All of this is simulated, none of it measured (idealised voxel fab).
Proc. module: voxel released beams
Cross-section cut: width 215 nm, square cells of 5 nm.
A cross-section is written here as square cells arranged in a grid, and it is given in bands from the top down, each band taking up one or more rows of cells.
Look at the band entry: it leads with the top's height and the bottom's height in nm. Then it lists the materials left to right, with a width in nm for each. The word "throughout" on a single material says that material fills the band edge to edge. The word "air" is empty space.
Convention: height 0 is the level below which the wafer, as received, is all one material. The lowest band does not terminate at the bottom but continues downward, represented as "0 down".
The two numbers in a width such as "30->40" mark its ends across the band: the first belongs to the top row of cells, the second to the bottom row, and from each row to the next the width moves by the same amount.
Take "stayed the same" at face value: in the step it is given for, the cross-section changed in none of its cells.
"Internal closed voids" enumerates empty spaces isolated from the top, with no open way to it, that contain at least 8 cells, giving each as width x height at distance from the left edge, all three in nm.
On each step's line, the part that comes after the settings is the simulator's own comment on the step.
overlay nm: mask right of planned place by this much (step with mask). Neg. = left.
This section lists the process steps that were planned:
| 1 | RECEIVE,material Si |
| 2 | CONFORMAL_DEP,material SiN,thk nm 10 |
| 3 | DIRECTIONAL_DEP,material SiO2,thk nm 10 |
| 4 | DIRECTIONAL_DEP,material aC,thk nm 10 |
| 5 | PATTERN,tone open,mask id ANCHOR,material resist,width nm 40,thk nm 25,overlay nm 0 |
| 6 | DIRECTIONAL_ETCH,etch materials aC,depth nm 10 |
| 7 | STRIP,etch materials resist |
| 8 | DIRECTIONAL_ETCH,etch materials SiO2,depth nm 10 |
| 9 | STRIP,etch materials aC |
| 10 | CONFORMAL_DEP,material polySi,thk nm 15 |
| 11 | MASKED_ETCH,tone cover,mask id BEAM,width nm 100,etch materials polySi,depth nm 15,overlay nm 0 |
| 12 | STRIP,etch materials SiO2 |
Account of the first of two wafers, which was processed as intended:
As-received wafer cross-section (after step 1):
> 0 down: Si throughout
> Internal closed voids: none
The wafer, seen in cross-section, after step 2:
> 10 to 0: SiN throughout
> Rest of section, below 0: as before.
The wafer, seen in cross-section, after step 3:
> 20 to 10: SiO2 throughout
> Rest of section, below 10: as before.
The wafer, seen in cross-section, after step 4:
> 30 to 20: aC throughout
> Rest of section, below 20: as before.
The wafer, seen in cross-section, after step 5:
> 55 to 30: resist 60  air 40  resist 115
> Rest of section, below 30: as before.
The wafer, seen in cross-section, after step 6:
> 45 to 30: resist 60  air 40  resist 115
> 30 to 20: aC 60  air 40  aC 115
> Rest of section, below 20: as before.
The wafer, seen in cross-section, after step 7:
> 30 to 20: aC 60  air 40  aC 115
> Rest of section, below 20: as before.
The wafer, seen in cross-section, after step 8:
> 30 to 20: aC 60  air 40  aC 115
> 20 to 10: SiO2 60  air 40  SiO2 115
> Rest of section, below 10: as before.
The wafer, seen in cross-section, after step 9:
> 20 to 10: SiO2 60  air 40  SiO2 115
> Rest of section, below 10: as before.
The wafer, seen in cross-section, after step 10:
> 35 to 25: polySi 75  air 10  polySi 130
> 25 to 20: polySi throughout
> 20 to 10: SiO2 60  polySi 40  SiO2 115
> Rest of section, below 10: as before.
The wafer, seen in cross-section, after step 11:
> 35 to 25: air 55  polySi 20  air 10  polySi 70  air 60
> 25 to 20: air 55  polySi 100  air 60
> Rest of section, below 20: as before.
The wafer, seen in cross-section, after step 12:
> 35 to 25: air 55  polySi 20  air 10  polySi 70  air 60
> 25 to 20: air 55  polySi 100  air 60
> 20 to 10: air 60  polySi 40  air 115
> Rest of section, below 10: as before.
What follows concerns the second wafer, which started out like the first and was meant to follow the very same plan; one mistake crept in when it was run, but everything up to and including step 4 is the same as for the first wafer:
X-section, second wafer, when step 5 was due to finish:
> 55 to 30: resist 60  air 45  resist 110
> Rest of section, below 30: as before.
X-section, second wafer, when step 6 was due to finish:
> 45 to 30: resist 60  air 45  resist 110
> 30 to 20: aC 60  air 45  aC 110
> Rest of section, below 20: as before.
X-section, second wafer, when step 7 was due to finish:
> 30 to 20: aC 60  air 45  aC 110
> Rest of section, below 20: as before.
X-section, second wafer, when step 8 was due to finish:
> 30 to 20: aC 60  air 45  aC 110
> 20 to 10: SiO2 60  air 45  SiO2 110
> Rest of section, below 10: as before.
X-section, second wafer, when step 9 was due to finish:
> 20 to 10: SiO2 60  air 45  SiO2 110
> Rest of section, below 10: as before.
X-section, second wafer, when step 10 was due to finish:
> 35 to 25: polySi 75  air 15  polySi 125
> 25 to 20: polySi throughout
> 20 to 10: SiO2 60  polySi 45  SiO2 110
> Rest of section, below 10: as before.
X-section, second wafer, when step 11 was due to finish:
> 35 to 25: air 55  polySi 20  air 15  polySi 65  air 60
> 25 to 20: air 55  polySi 100  air 60
> Rest of section, below 20: as before.
X-section, second wafer, when step 12 was due to finish:
> 35 to 25: air 55  polySi 20  air 15  polySi 65  air 60
> 25 to 20: air 55  polySi 100  air 60
> 20 to 10: air 60  polySi 45  air 110
> Rest of section, below 10: as before.
What was done differently from what was planned? step 5 did not happen as planned, as run it was PATTERN,tone open,mask id ANCHOR,material resist,width nm 45,thk nm 25,overlay nm 0
End check, second vs first wafer: material counts in cells match, positions do not.
